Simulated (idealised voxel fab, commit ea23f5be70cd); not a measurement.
Process module in this document: voxel self aligned vias
It is cross-section cut that appears here, measuring 285 nm in width, its square cells being 5 nm in size.
Cross-section layout: square cells on a grid; listed as bands, top to bottom; a band spans one or more cell rows.
Top height, bottom height, nm. Materials left to right, width each, nm. Single material + "throughout" = fills band edge to edge. "empty" = empty.
The level at which height equals 0 is the one under which the wafer, as it arrives, is entirely one material. No lower edge exists for the bottom band, which continues downward and is notated as in "0 down".
Note: "30..40" means the width goes from the first number (top row of the band) to the second number (bottom row) in equal steps per row of cells.
It should be understood that the words "remained unchanged", when stated for a given step, signify that the cross-section underwent no change in any of its cells during that step.
"Unvented internal voids" enumerates empty spaces isolated from the top, with no open way to it, that contain at least 8 cells, giving each as width x height at distance from the left edge, all three in nm.
Post-settings text on a step line: simulator's own remark regarding the step.
The optional step-line setting "overlay nm" applies to steps with a mask and quantifies how far to the right of its planned location the mask lay, a negative value indicating leftward placement.
This section lists the process steps that were planned
1: RECEIVE | material Si
2: CONFORMAL_DEP | material SiO2 | thk nm 10
3: CONFORMAL_DEP | material SiCN | thk nm 5
4: DIRECTIONAL_DEP | material SiO2 | thk nm 30
5: PATTERN | tone open | mask id LINES | material resist | width nm 30 | pitch nm 60 | thk nm 15 | overlay nm 0
6: DIRECTIONAL_ETCH | etch materials SiO2 | depth nm 30
7: STRIP | etch materials resist
8: CONFORMAL_DEP | material TiN | thk nm 5
9: FILL_DEP | material W | thk nm 5
10: CMP | height nm 45
11: SELECTIVE_ETCH | etch materials W Ru TiN | depth nm 10
12: FILL_DEP | material SiN | thk nm 5
13: CMP | height nm 45
14: DIRECTIONAL_DEP | material SiO2 | thk nm 15
15: MASKED_ETCH | tone open | mask id VIAS | width nm 40 | pitch nm 60 | etch materials SiO2 | depth nm 15 | overlay nm 0
16: MASKED_ETCH | tone open | mask id VIAS | width nm 40 | pitch nm 60 | etch materials SiN | depth nm 10 | overlay nm 0
17: CONFORMAL_DEP | material TiN | thk nm 5
18: FILL_DEP | material W | thk nm 10
19: CMP | height nm 60
20: CONFORMAL_DEP | material SiCN | thk nm 5
Cross-section of the wafer at receipt, which is the condition after step 1
> 0 down: Si throughout
> Unvented internal voids: none
Module complete - cross-section of the first of two wafers, run according to plan
> 65 to 60: SiCN throughout
> 60 to 50: SiO2 90 nm; TiN 5 nm; W 30 nm; TiN 5 nm; SiO2 20 nm; TiN 5 nm; W 30 nm; TiN 5 nm; SiO2 95 nm
> 50 to 40: SiO2 90..95 nm; TiN 10..5 nm; W 20 nm; TiN 10..5 nm; SiO2 20..30 nm; TiN 10..5 nm; W 20 nm; TiN 10..5 nm; SiO2 95..100 nm
> 40 to 35: SiO2 95 nm; TiN 30 nm; SiO2 30 nm; TiN 30 nm; SiO2 100 nm
> 35 to 20: SiO2 95 nm; TiN 5 nm; W 20 nm; TiN 5 nm; SiO2 30 nm; TiN 5 nm; W 20 nm; TiN 5 nm; SiO2 100 nm
> 20 to 15: SiO2 95 nm; TiN 30 nm; SiO2 30 nm; TiN 30 nm; SiO2 100 nm
> 15 to 10: SiCN throughout
> 10 to 0: SiO2 throughout
> 0 down: Si throughout
> Unvented internal voids: none
Presented here is a cross-section of the second of the two wafers as it stood at the end of the module. It was started in the same manner and assigned the same plan as the first wafer; however, one mistake was made in its execution
> 65 to 60: SiCN throughout
> 60 to 50: SiO2 90 nm; TiN 5 nm; W 30 nm; TiN 5 nm; SiO2 20 nm; TiN 5 nm; W 30 nm; TiN 5 nm; SiO2 95 nm
> 50 to 40: SiO2 90..95 nm; TiN 10..5 nm; W 20 nm; TiN 10..5 nm; SiO2 20..30 nm; TiN 10..5 nm; W 20 nm; TiN 10..5 nm; SiO2 95..100 nm
> 40 to 35: SiO2 95 nm; TiN 30 nm; SiO2 30 nm; TiN 30 nm; SiO2 100 nm
> 35 to 20: SiO2 95 nm; TiN 5 nm; W 20 nm; TiN 5 nm; SiO2 30 nm; TiN 5 nm; W 20 nm; TiN 5 nm; SiO2 100 nm
> 20 to 15: SiO2 95 nm; TiN 30 nm; SiO2 30 nm; TiN 30 nm; SiO2 100 nm
> 15 to 10: SiCN throughout
> 10 to 0: SiN throughout
> 0 down: Si throughout
> Unvented internal voids: none
Processing error: for step 2, the planned setting was not used; the step was instead run as CONFORMAL_DEP | material SiN | thk nm 10
Final cells, second wafer relative to first, materials higher or lower: SiN: 114 more | SiO2: 114 fewer
